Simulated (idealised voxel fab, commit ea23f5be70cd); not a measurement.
voxel capacitor over wiring: a process module
Square cells of 5 nm make up the cross-section cut, whose width is 260 nm.
Square cells in a grid make up a cross-section in this document, and the grid is given as bands, listed from the top down, each one or more rows of cells.
The entry gives the band's vertical extent as a top height and a bottom height in nm, then its horizontal make-up as materials from left to right, each with a width in nm. "air" stands for empty space; a single material marked "full width" fills the band edge to edge.
Where do heights start? At 0: under that level the wafer as delivered is made of one material only. And the lowest band has no floor; it just carries on downward, as in "0 nm and below".
So if you see something like "30..40" for the width, read it as the top row of the band sitting at the first number and the bottom row at the second, with every row in between moving by the same amount as the last.
"remained the same" for a step: no cell of the cross-section changed in that step.
Heads up: "Sealed internal voids" only lists the empty pockets with no open path to the top that are 8 cells or more, and it writes them as width x height at distance, distance from the left edge, in nm.
Read whatever lies past the settings on a step's line as the simulator's own remark about the step.
When a step includes a mask, the "overlay nm" setting on its line states how far to the right of its planned place that mask lay, and negative values state how far to the left.

[Listed below are the process steps as planned]
1. RECEIVE, material Si
2. CONFORMAL_DEP, material SiO2, thk nm 10
3. CONFORMAL_DEP, material SiN, thk nm 5
4. DIRECTIONAL_DEP, material lowk, thk nm 15
5. PATTERN, tone open, mask id METAL_1, material resist, width nm 30, pitch nm 90, thk nm 15, overlay nm 0
6. DIRECTIONAL_ETCH, etch materials lowk, depth nm 15
7. DIRECTIONAL_ETCH, etch materials SiN, depth nm 5
8. STRIP, etch materials resist
9. CONFORMAL_DEP, material TiN, thk nm 5
10. FILL_DEP, material Cu, thk nm 10
11. CMP, height nm 30
12. CONFORMAL_DEP, material SiCN, thk nm 5
13. DIRECTIONAL_DEP, material SiO2, thk nm 10
14. MASKED_ETCH, tone open, mask id PLUG_1, width nm 15, etch materials SiO2, depth nm 10, overlay nm 0
15. MASKED_ETCH, tone open, mask id PLUG_1, width nm 15, etch materials SiCN, depth nm 5, overlay nm 0
16. EPI, material Ru, thk nm 10
17. EPI, material Ru, thk nm 5
18. DIRECTIONAL_DEP, material TiN, thk nm 10
19. DIRECTIONAL_DEP, material HfO2, thk nm 5
20. DIRECTIONAL_DEP, material TiN, thk nm 5
21. PATTERN, tone cover, mask id UPPER_PLATE, material resist, width nm 65, thk nm 15, overlay nm 0
22. DIRECTIONAL_ETCH, etch materials TiN, depth nm 5
23. DIRECTIONAL_ETCH, etch materials HfO2, depth nm 5
24. STRIP, etch materials resist
25. DIRECTIONAL_DEP, material aC, thk nm 15
26. PATTERN, tone cover, mask id LOWER_PLATE, material resist, width nm 75, thk nm 35, overlay nm 0
27. DIRECTIONAL_ETCH, etch materials aC, depth nm 15
28. STRIP, etch materials resist
29. DIRECTIONAL_ETCH, etch materials TiN, depth nm 10
30. STRIP, etch materials aC
31. FILL_DEP, material SiO2, thk nm 15
32. CMP, height nm 75
33. PATTERN, tone open, mask id PLUG_2, material resist, width nm 15, thk nm 15, overlay nm 0
34. DIRECTIONAL_ETCH, etch materials SiO2, depth nm 10
35. STRIP, etch materials resist
36. CONFORMAL_DEP, material TiN, thk nm 5
37. FILL_DEP, material Cu, thk nm 10
38. CMP, height nm 75
39. CONFORMAL_DEP, material SiN, thk nm 5
Wafers differ in thk nm at step 36; plan lists the first wafer's value; identical starting state.

[This is how the first of several wafers looked in cross-section when it arrived, which is after step 1]
> 0 nm and below | Si full width
> Sealed internal voids: none

[Row per wafer, end-of-module: cell gain (+)/loss (-) by material since the wafer came in, then closed voids]
thk nm 5 | +25 Cu | +13 HfO2 | +9 Ru | +49 SiCN | +92 SiN | +452 SiO2 | +72 TiN | +120 lowk | Sealed internal voids: none
thk nm 10 | +24 Cu | +13 HfO2 | +9 Ru | +49 SiCN | +92 SiN | +452 SiO2 | +73 TiN | +120 lowk | Sealed internal voids: none
thk nm 15 | +24 Cu | +13 HfO2 | +9 Ru | +49 SiCN | +92 SiN | +452 SiO2 | +73 TiN | +120 lowk | Sealed internal voids: none
thk nm 20 | +24 Cu | +13 HfO2 | +9 Ru | +49 SiCN | +92 SiN | +452 SiO2 | +73 TiN | +120 lowk | Sealed internal voids: none
